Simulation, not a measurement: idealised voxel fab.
Module name: voxel tone inversion (process module)
Cross-section cut: width 160 nm, square cells of 5 nm.
Notation: cross-section as square-cell grid; stated in bands, top first, going down; one or more cell rows per band.
Within each band entry, the heights of the top and of the bottom of the band appear first, in that order and in nm; the materials of the band then follow from left to right, each with its corresponding width in nm. The designation "throughout" on a single material indicates that it fills the band from edge to edge; the designation "air" indicates empty space.
Basically, 0 is our baseline, since under it the wafer straight out of the box is all one material. The bottom band has no lower end and keeps on going down, so it looks like "from 0 down".
You'd read "30 to 40" like this: the band's top row of cells is as wide as the first number, its bottom row is as wide as the second, and going down, every row changes width by the same amount as the row before did.
Step marked "all unchanged"? Then no cell in the cross-section changed in it.
"Closed void entries" specifies each empty space that is not open to the top and that occupies no fewer than 8 cells, using the form width x height at distance, the distance measured from the left edge and all three quantities in nm.
It should be noted that, on the line of a given step, the content following the step's settings is a remark produced by the simulator itself with respect to that step.
overlay nm: how far to the right of its planned place the mask lay on this masked step (negative: to the left).

Planned step list for the process
1) RECEIVE,material Si
2) CONFORMAL_DEP,material SiCN,thk nm 5
3) DIRECTIONAL_DEP,material aC,thk nm 15
4) PATTERN,tone cover,mask id POSTS,material resist,width nm 20,pitch nm 35,thk nm 25,overlay nm 0
5) DIRECTIONAL_ETCH,etch materials aC,depth nm 15
6) STRIP,etch materials resist
7) FILL_DEP,material SiO2,thk nm 10
8) CMP,height nm 20
9) STRIP,etch materials aC

Concerning the first of two wafers, which was run in accordance with the plan

Incoming wafer, cross-sectional view, post step 1
	from 0 down  Si throughout
	Closed void entries: none

Take a look at the wafer's cross-section after step 2
	from 5 to 0  SiCN throughout
	Everything under 0 stays put, no change at all.

Take a look at the wafer's cross-section after step 3
	from 20 to 5  aC throughout
	Everything under 5 stays put, no change at all.

Take a look at the wafer's cross-section after step 4
	from 45 to 20  15 nm air, then 20 nm resist, then 15 nm air, then 20 nm resist, then 15 nm air, then 20 nm resist, then 15 nm air, then 20 nm resist, then 20 nm air
	Everything under 20 stays put, no change at all.

Take a look at the wafer's cross-section after step 5
	from 30 to 20  15 nm air, then 20 nm resist, then 15 nm air, then 20 nm resist, then 15 nm air, then 20 nm resist, then 15 nm air, then 20 nm resist, then 20 nm air
	from 20 to 5  15 nm air, then 20 nm aC, then 15 nm air, then 20 nm aC, then 15 nm air, then 20 nm aC, then 15 nm air, then 20 nm aC, then 20 nm air
	Everything under 5 stays put, no change at all.

Take a look at the wafer's cross-section after step 6
	from 20 to 5  15 nm air, then 20 nm aC, then 15 nm air, then 20 nm aC, then 15 nm air, then 20 nm aC, then 15 nm air, then 20 nm aC, then 20 nm air
	Everything under 5 stays put, no change at all.

Take a look at the wafer's cross-section after step 7
	from 30 to 20  SiO2 throughout
	from 20 to 5  15 nm SiO2, then 20 nm aC, then 15 nm SiO2, then 20 nm aC, then 15 nm SiO2, then 20 nm aC, then 15 nm SiO2, then 20 nm aC, then 20 nm SiO2
	Everything under 5 stays put, no change at all.

Take a look at the wafer's cross-section after step 8
	from 20 to 5  15 nm SiO2, then 20 nm aC, then 15 nm SiO2, then 20 nm aC, then 15 nm SiO2, then 20 nm aC, then 15 nm SiO2, then 20 nm aC, then 20 nm SiO2
	Everything under 5 stays put, no change at all.

Take a look at the wafer's cross-section after step 9
	from 20 to 5  15 nm SiO2, then 20 nm air, then 15 nm SiO2, then 20 nm air, then 15 nm SiO2, then 20 nm air, then 15 nm SiO2, then 20 nm air, then 20 nm SiO2
	Everything under 5 stays put, no change at all.

Here the second wafer is described. Its start and its plan were those of the first wafer. Its run contained one mistake. Up to and including step 8, it did exactly what the first wafer did

Second wafer: cross-section at the scheduled end of step 9
	from 20 to 5  15 nm air, then 20 nm aC, then 15 nm air, then 20 nm aC, then 15 nm air, then 20 nm aC, then 15 nm air, then 20 nm aC, then 20 nm air
	Everything under 5 stays put, no change at all.
Short version of what went wrong: rather than as planned, step 9 actually ran as STRIP,etch materials SiO2
Wafer comparison, final, in cells, second relative to first, materials more or fewer: SiO2: 48 fewer | aC: 48 more
